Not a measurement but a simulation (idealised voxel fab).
Title: Process Module voxel transistor to metal
It is cross-section cut that appears here, measuring 215 nm in width, its square cells being 5 nm in size.
Cross-section, as written here: a square-cell grid given band by band from the top down, where a band holds one or more rows of cells.
Read a band's entry like this: the first values are the height of its top and the height of its bottom in nm, and what follows is the sequence of materials from left to right, each with its width in nm. Note that "blank" is empty space, and that a single material marked "everywhere" reaches across the band from edge to edge.
A quick word on heights: they are counted from 0, and under that level the wafer as it came to us is one material throughout. The lowest band is different from the rest in having no bottom; it simply continues downward, written as in "from 0 down".
Width spec "30->40" -> top row of cells at first value, bottom row at second value, equal per-row change in between.
It should be understood that the words "same as before", when stated for a given step, signify that the cross-section underwent no change in any of its cells during that step.
Closed void list: empty space of 8 cells or more with no open way to the top, each as width x height at its distance from the left edge, in nm
It should be noted that, on the line of a given step, the content following the step's settings is a remark produced by the simulator itself with respect to that step.
"overlay nm" on a masked step: distance the mask lay right of its planned place, negative for left.

-- The steps planned for the process are as follows
1,op RECEIVE | material Si
2,op OXIDIZE | depth nm 5
3,op CONFORMAL_DEP | material SiN | thk nm 10
4,op DIRECTIONAL_DEP | material aC | thk nm 15
5,op PATTERN | tone cover | mask id ACTIVE | material resist | width nm 115 | thk nm 35 | overlay nm 0
6,op DIRECTIONAL_ETCH | etch materials aC | depth nm 15
7,op STRIP | etch materials resist
8,op DIRECTIONAL_ETCH | etch materials SiN | depth nm 10
9,op DIRECTIONAL_ETCH | etch materials SiO2 | depth nm 5
10,op DIRECTIONAL_ETCH | etch materials Si | depth nm 25
11,op STRIP | etch materials aC
12,op FILL_DEP | material SiO2 | thk nm 15
13,op CMP | height nm 10
14,op SELECTIVE_ETCH | etch materials SiO2 | depth nm 5
15,op STRIP | etch materials SiN
16,op SELECTIVE_ETCH | etch materials SiO2 | depth nm 5
17,op OXIDIZE | depth nm 5
18,op DIRECTIONAL_DEP | material polySi | thk nm 20
19,op DIRECTIONAL_DEP | material SiCN | thk nm 15
20,op MASKED_ETCH | tone cover | mask id GATE | width nm 25 | etch materials SiCN | depth nm 25 | overlay nm 0
21,op MASKED_ETCH | tone cover | mask id GATE | width nm 25 | etch materials polySi | depth nm 30 | overlay nm 0
22,op CONFORMAL_DEP | material SiO2 | thk nm 5
23,op DIRECTIONAL_ETCH | etch materials SiO2 | depth nm 5
24,op CONFORMAL_DEP | material SiN | thk nm 5
25,op DIRECTIONAL_ETCH | etch materials SiN | depth nm 5
26,op DIRECTIONAL_ETCH | etch materials SiO2 | depth nm 5
27,op DIRECTIONAL_ETCH | etch materials Si | depth nm 15
28,op EPI | material nSi | thk nm 15
29,op FILL_DEP | material SiO2 | thk nm 5
30,op CMP | height nm 30
31,op DIRECTIONAL_DEP | material SiO2 | thk nm 15
32,op PATTERN | tone open | mask id CONTACT | material resist | width nm 20 | pitch nm 75 | thk nm 15 | overlay nm 0
33,op DIRECTIONAL_ETCH | etch materials SiO2 | depth nm 40
34,op STRIP | etch materials resist
35,op CONFORMAL_DEP | material TiN | thk nm 5
36,op FILL_DEP | material Ru | thk nm 10
37,op CMP | height nm 45
38,op DIRECTIONAL_DEP | material TiN | thk nm 5
39,op DIRECTIONAL_DEP | material Ru | thk nm 15
40,op DIRECTIONAL_DEP | material aC | thk nm 10
41,op PATTERN | tone cover | mask id METAL_1 | material resist | width nm 20 | pitch nm 75 | thk nm 25 | overlay nm 0
42,op DIRECTIONAL_ETCH | etch materials aC | depth nm 10
43,op STRIP | etch materials resist
44,op DIRECTIONAL_ETCH | etch materials Ru | depth nm 15
45,op DIRECTIONAL_ETCH | etch materials TiN | depth nm 5
46,op STRIP | etch materials aC
47,op FILL_DEP | material lowk | thk nm 10
48,op CMP | height nm 65
49,op CONFORMAL_DEP | material SiN | thk nm 5

-- Cross-sectional view of the wafer in its as-received condition, corresponding to the state after step 1
* from 0 down | Si everywhere
* Closed void list: none

-- The first of the two wafers as seen in cross-section once the module was finished; processing followed the plan
* from 70 to 65 | SiN everywhere
* from 65 to 50 | lowk (60), then Ru (20), then lowk (55), then Ru (20), then lowk (60)
* from 50 to 45 | lowk (60), then TiN (20), then lowk (55), then TiN (20), then lowk (60)
* from 45 to 30 | SiO2 (60), then TiN (5), then Ru (10), then TiN (5), then SiO2 (55), then TiN (5), then Ru (10), then TiN (5), then SiO2 (60)
* from 30 to 15 | SiO2 (60), then TiN (5), then Ru (10), then TiN (5), then SiO2 (5), then SiN (5), then SiO2 (5), then SiCN (25), then SiO2 (5), then SiN (5), then SiO2 (5), then TiN (5), then Ru (10), then TiN (5), then SiO2 (60)
* from 15 to 10 | SiO2 (60), then TiN (5), then Ru (10), then TiN (5), then SiO2 (5), then SiN (5), then SiO2 (5), then polySi (25), then SiO2 (5), then SiN (5), then SiO2 (5), then TiN (5), then Ru (10), then TiN (5), then SiO2 (60)
* from 10 to 5 | SiO2 (60), then TiN (20), then SiO2 (5), then SiN (5), then SiO2 (5), then polySi (25), then SiO2 (5), then SiN (5), then SiO2 (5), then TiN (20), then SiO2 (60)
* from 5 to 0 | SiO2 (50), then nSi (35), then SiN (5), then SiO2 (5), then polySi (25), then SiO2 (5), then SiN (5), then nSi (35), then SiO2 (50)
* from 0 to -5 | SiO2 (50), then SiN (5), then nSi (30), then SiN (5), then SiO2 (5), then polySi (25), then SiO2 (5), then SiN (5), then nSi (30), then SiN (5), then SiO2 (50)
* from -5 to -10 | SiO2 (55), then nSi (30), then SiO2 (45), then nSi (30), then SiO2 (55)
* from -10 to -25 | SiO2 (50), then Si (5), then nSi (30), then Si (45), then nSi (30), then Si (5), then SiO2 (50)
* from -25 to -30 | SiO2 (50), then Si (115), then SiO2 (50)
* from -30 down | Si everywhere
* Closed void list: none

-- This is the second of the two wafers, cross-sectioned at the end of the module; it started exactly like the first and was given the same plan, but it was run with one mistake
* from 70 to 65 | SiN everywhere
* from 65 to 50 | lowk (60), then Ru (20), then lowk (55), then Ru (20), then lowk (60)
* from 50 to 45 | lowk (60), then TiN (20), then lowk (55), then TiN (20), then lowk (60)
* from 45 to 30 | SiO2 (60), then TiN (5), then Ru (10), then TiN (5), then SiO2 (55), then TiN (5), then Ru (10), then TiN (5), then SiO2 (60)
* from 30 to 15 | SiO2 (60), then TiN (5), then Ru (10), then TiN (5), then SiO2 (5), then SiN (5), then SiO2 (5), then SiCN (25), then SiO2 (5), then SiN (5), then SiO2 (5), then TiN (5), then Ru (10), then TiN (5), then SiO2 (60)
* from 15 to 10 | SiO2 (60), then TiN (5), then Ru (10), then TiN (5), then SiO2 (5), then SiN (5), then SiO2 (5), then polySi (25), then SiO2 (5), then SiN (5), then SiO2 (5), then TiN (5), then Ru (10), then TiN (5), then SiO2 (60)
* from 10 to 5 | SiO2 (60), then TiN (20), then SiO2 (5), then SiN (5), then SiO2 (5), then polySi (25), then SiO2 (5), then SiN (5), then SiO2 (5), then TiN (20), then SiO2 (60)
* from 5 to 0 | SiO2 (50), then nSi (35), then SiN (5), then SiO2 (5), then polySi (25), then SiO2 (5), then SiN (5), then nSi (35), then SiO2 (50)
* from 0 to -5 | SiO2 (50), then SiN (5), then nSi (30), then SiN (5), then SiO2 (5), then polySi (25), then SiO2 (5), then SiN (5), then nSi (30), then SiN (5), then SiO2 (50)
* from -5 to -10 | SiO2 (55), then nSi (30), then SiO2 (45), then nSi (30), then SiO2 (55)
* from -10 to -30 | SiO2 (50), then Si (5), then nSi (30), then Si (45), then nSi (30), then Si (5), then SiO2 (50)
* from -30 to -40 | Si (55), then nSi (30), then Si (45), then nSi (30), then Si (55)
* from -40 down | Si everywhere
* Closed void list: none
Error vs. plan: step 27 of the plan was carried out twice
Final wafer comparison in cells, second versus first, more or fewer per material: Si -36; nSi +36
